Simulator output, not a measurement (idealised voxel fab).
A process module follows: voxel wiring stack.
Displayed cross-section: cut, width of 190 nm, square cells sized 5 nm.
Each cross-section below is a grid of square cells, stated as bands in top-down order, with one or more rows of cells making up each band. It is stipulated that each band's entry specify, in nanometres, the height of the top of the band and then that of its bottom, followed by the materials of the band in left-to-right sequence, each together with its width in nanometres. A single material marked by the word "edge to edge" is understood to fill the band from edge to edge; the word "air" is understood to denote empty space. Heights are expressed relative to 0, this being the level below which the as-received wafer comprises one material exclusively. The lowest band is unbounded in the downward direction and is denoted as in "0 -> down". A two-number width, for instance "30->40", indicates that the width is equal to the first number in the top row of the band and to the second number in the bottom row, and that it changes by a constant amount per row of cells. What does "left unchanged" mean for a step? It means no cell of the cross-section changed in that step. Enclosed voids (no open way to top), threshold 8 cells or more, entry "Trapped voids", notation width x height at distance, distance from left edge, nm. Text after the settings on a step's line: the simulator's own remark on that step. A step line may carry the setting "overlay nm", which, for steps involving a mask, states the distance by which the mask lay to the right of its intended position; negative values denote displacement to the left.

[Steps in the process plan]
1: RECEIVE (material Si)
2: CONFORMAL_DEP (material SiO2; thk nm 10)
3: CONFORMAL_DEP (material SiCN; thk nm 5)
4: DIRECTIONAL_DEP (material lowk; thk nm 20)
5: MASKED_ETCH (tone open; mask id METAL_1; width nm 25; pitch nm 40; etch materials lowk; depth nm 20; overlay nm 0)
6: MASKED_ETCH (tone open; mask id METAL_1; width nm 25; pitch nm 40; etch materials SiCN; depth nm 5; overlay nm 0)
7: CONFORMAL_DEP (material TiN; thk nm 5)
8: FILL_DEP (material W; thk nm 10)
9: CMP (height nm 35)
10: CONFORMAL_DEP (material SiCN; thk nm 5)
11: DIRECTIONAL_DEP (material lowk; thk nm 10)
12: PATTERN (tone open; mask id PLUG_1; material resist; width nm 15; pitch nm 40; thk nm 20; overlay nm 0)
13: DIRECTIONAL_ETCH (etch materials lowk; depth nm 10)
14: DIRECTIONAL_ETCH (etch materials SiCN; depth nm 5)
15: STRIP (etch materials resist)
16: EPI (material Ru; thk nm 10)
17: EPI (material Ru; thk nm 5)
18: CONFORMAL_DEP (material SiCN; thk nm 5)
19: DIRECTIONAL_DEP (material lowk; thk nm 15)
20: DIRECTIONAL_DEP (material aC; thk nm 10)
21: PATTERN (tone open; mask id METAL_2; material resist; width nm 25; pitch nm 40; thk nm 25; overlay nm 0)
22: DIRECTIONAL_ETCH (etch materials aC; depth nm 10)
23: STRIP (etch materials resist)
24: DIRECTIONAL_ETCH (etch materials lowk; depth nm 15)
25: DIRECTIONAL_ETCH (etch materials SiCN; depth nm 5)
26: STRIP (etch materials aC)
27: CONFORMAL_DEP (material TiN; thk nm 5)
28: FILL_DEP (material Ru; thk nm 10)
29: CMP (height nm 70)
30: EPI (material Ru; thk nm 5)
31: FILL_DEP (material SiCN; thk nm 5)
32: DIRECTIONAL_DEP (material lowk; thk nm 30)
33: MASKED_ETCH (tone open; mask id METAL_3; width nm 25; pitch nm 40; etch materials lowk; depth nm 20; overlay nm 0)
34: DIRECTIONAL_DEP (material aC; thk nm 15)
35: PATTERN (tone open; mask id METAL_3_HOLES; material resist; width nm 15; thk nm 35; overlay nm 0)
36: DIRECTIONAL_ETCH (etch materials aC; depth nm 15)
37: STRIP (etch materials resist)
38: DIRECTIONAL_ETCH (etch materials lowk; depth nm 10)
39: DIRECTIONAL_ETCH (etch materials SiCN; depth nm 5)
40: STRIP (etch materials aC)
41: CONFORMAL_DEP (material TiN; thk nm 5)
42: FILL_DEP (material Ru; thk nm 5)
43: CMP (height nm 110)
44: CONFORMAL_DEP (material SiN; thk nm 5)

[Cross-section: wafer on arrival = after step 1]
    0 -> down | Si edge to edge
    Trapped voids: none

[Looking at the first of two wafers in cross-section at end of module - ran to plan]
    115 -> 110 | SiN edge to edge
    110 -> 95 | lowk (60)  TiN (5)  Ru (15)  TiN (5)  lowk (15)  TiN (5)  Ru (15)  TiN (5)  lowk (65)
    95 -> 90 | lowk (60)  TiN (5)  Ru (5)  TiN (15)  lowk (15)  TiN (25)  lowk (65)
    90 -> 80 | lowk (60)  TiN (5)  Ru (5)  TiN (5)  lowk (115)
    80 -> 75 | SiCN (60)  TiN (15)  SiCN (115)
    75 -> 70 | SiCN (55)  Ru (35)  SiCN (5)  Ru (35)  SiCN (60)
    70 -> 55 | lowk (60)  TiN (5)  Ru (15)  TiN (5)  lowk (15)  TiN (5)  Ru (15)  TiN (5)  lowk (65)
    55 -> 50 | SiCN (60)  TiN (25)  SiCN (15)  TiN (25)  SiCN (65)
    50 -> 40 | lowk (60)  Ru (15)  lowk (25)  Ru (15)  lowk (75)
    40 -> 35 | SiCN (60)  Ru (15)  SiCN (25)  Ru (15)  SiCN (75)
    35 -> 15 | lowk (60)  TiN (5)  W (15)  TiN (5)  lowk (15)  TiN (5)  W (15)  TiN (5)  lowk (65)
    15 -> 10 | SiCN (60)  TiN (25)  SiCN (15)  TiN (25)  SiCN (65)
    10 -> 0 | SiO2 edge to edge
    0 -> down | Si edge to edge
    Trapped voids: none

[End-of-module cross-section of the second wafer: identical starting point and process plan to the first, with one processing mistake]
    115 -> 110 | SiN edge to edge
    110 -> 95 | lowk (60)  TiN (5)  Ru (15)  TiN (5)  lowk (15)  TiN (5)  Ru (15)  TiN (5)  lowk (65)
    95 -> 90 | lowk (60)  TiN (5)  Ru (5)  TiN (15)  lowk (15)  TiN (25)  lowk (65)
    90 -> 80 | lowk (60)  TiN (5)  Ru (5)  TiN (5)  lowk (115)
    80 -> 75 | SiCN (60)  TiN (15)  SiCN (115)
    75 -> 70 | SiCN (55)  Ru (35)  SiCN (5)  Ru (35)  SiCN (60)
    70 -> 55 | lowk (60)  TiN (5)  Ru (15)  TiN (5)  lowk (15)  TiN (5)  Ru (15)  TiN (5)  lowk (65)
    55 -> 50 | SiCN (60)  TiN (25)  SiCN (15)  TiN (25)  SiCN (65)
    50 -> 40 | lowk (60)  Ru (15)  lowk (25)  Ru (15)  lowk (75)
    40 -> 35 | SiCN (60)  Ru (15)  SiCN (25)  Ru (15)  SiCN (75)
    35 -> 20 | lowk (60)  TiN (5)  W (15)  TiN (5)  lowk (15)  TiN (5)  W (15)  TiN (5)  lowk (65)
    20 -> 15 | lowk (60)  TiN (25)  lowk (15)  TiN (25)  lowk (65)
    15 -> 5 | SiO2 edge to edge
    5 -> 0 | SiCN edge to edge
    0 -> down | Si edge to edge
    Trapped voids: none
In executing the process, a mistake was made relative to the plan: steps 2 and 3 traded places in the executed sequence
End check, counted in cells, second wafer has more or fewer of these materials than the first: +10 SiCN; -4 TiN; -6 W
